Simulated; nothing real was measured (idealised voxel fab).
You're looking at the process module voxel fin reveal.
Pictured: cross-section cut, 200 nm wide, on a grid of 5 nm square cells.
A cross-section is a grid of square cells, given in bands from the top down. A band is one or more rows of cells.
A band entry consists of two parts. The first gives the height of the band's top and the height of its bottom, in nm. The rest lists the band's materials from left to right, each with its width in nm. A single material labelled with the word "throughout" fills the band from edge to edge, and the word "empty" marks empty space.
Height reference: 0 = level under which incoming wafer is all one material. Lowest band: no bottom, runs on downward, e.g. "0 -> down".
The width entry "30..40" should be interpreted row by row: the top row of cells in the band takes the first number, the bottom row takes the second number, and the change between adjacent rows is uniform throughout.
A step reported as "identical to before" is a step in which no cell of the cross-section changed.
Empty spaces without an open route to the top, at least 8 cells in extent, make up the entry "Closed empty spaces"; each is given as width x height at distance, where the distance is measured from the left edge, and all are in nm.
Past the settings on a step's line: simulator remark, on that step.
A step's line can hold "overlay nm"; with a mask on that step, the setting says how far right of the planned place the mask lay, while a negative setting says it lay to the left.
Steps planned for the process:
- 1: op RECEIVE | material Si
- 2: op CONFORMAL_DEP | material SiN | thk nm 5
- 3: op DIRECTIONAL_DEP | material aC | thk nm 15
- 4: op PATTERN | tone cover | mask id FINS | material resist | width nm 15 | pitch nm 35 | thk nm 35 | overlay nm 0
- 5: op DIRECTIONAL_ETCH | etch materials aC | depth nm 15
- 6: op STRIP | etch materials resist
- 7: op DIRECTIONAL_ETCH | etch materials SiN | depth nm 5
- 8: op DIRECTIONAL_ETCH | etch materials Si | depth nm 35
- 9: op STRIP | etch materials aC
- 10: op OXIDIZE | depth nm 5
- 11: op FILL_DEP | material SiO2 | thk nm 15
- 12: op CMP | height nm 5
- 13: op SELECTIVE_ETCH | etch materials SiO2 | depth nm 20
- 14: op STRIP | etch materials SiN
- 15: op CONFORMAL_DEP | material SiO2 | thk nm 5
Cross-sectional view of the wafer in its as-received condition, corresponding to the state after step 1:
* 0 -> down  Si throughout
* Closed empty spaces: none
Cross-sectional image of the first of two wafers at the end of the module, the run having proceeded as planned:
* 5 -> 0  empty: 75 / SiO2: 15 / empty: 20 / SiO2: 15 / empty: 75
* 0 -> -10  empty: 75 / SiO2: 5 / Si: 5 / SiO2: 5 / empty: 20 / SiO2: 5 / Si: 5 / SiO2: 5 / empty: 75
* -10 -> -40  SiO2: 80 / Si: 5 / SiO2: 30 / Si: 5 / SiO2: 80
* -40 -> down  Si throughout
* Closed empty spaces: none
Wafer two (of two), end-of-module cross-section: start = wafer one, plan = wafer one, one run mistake:
* 15 -> 0  empty: 65 / SiO2: 70 / empty: 65
* 0 -> -40  SiO2: 80 / Si: 5 / SiO2: 30 / Si: 5 / SiO2: 80
* -40 -> down  Si throughout
* Closed empty spaces: none
Nonconformance to the process plan: step 15 ran as: op CONFORMAL_DEP | material SiO2 | thk nm 15
Wafer comparison, final, in cells, second relative to first, materials more or fewer: SiO2 +104
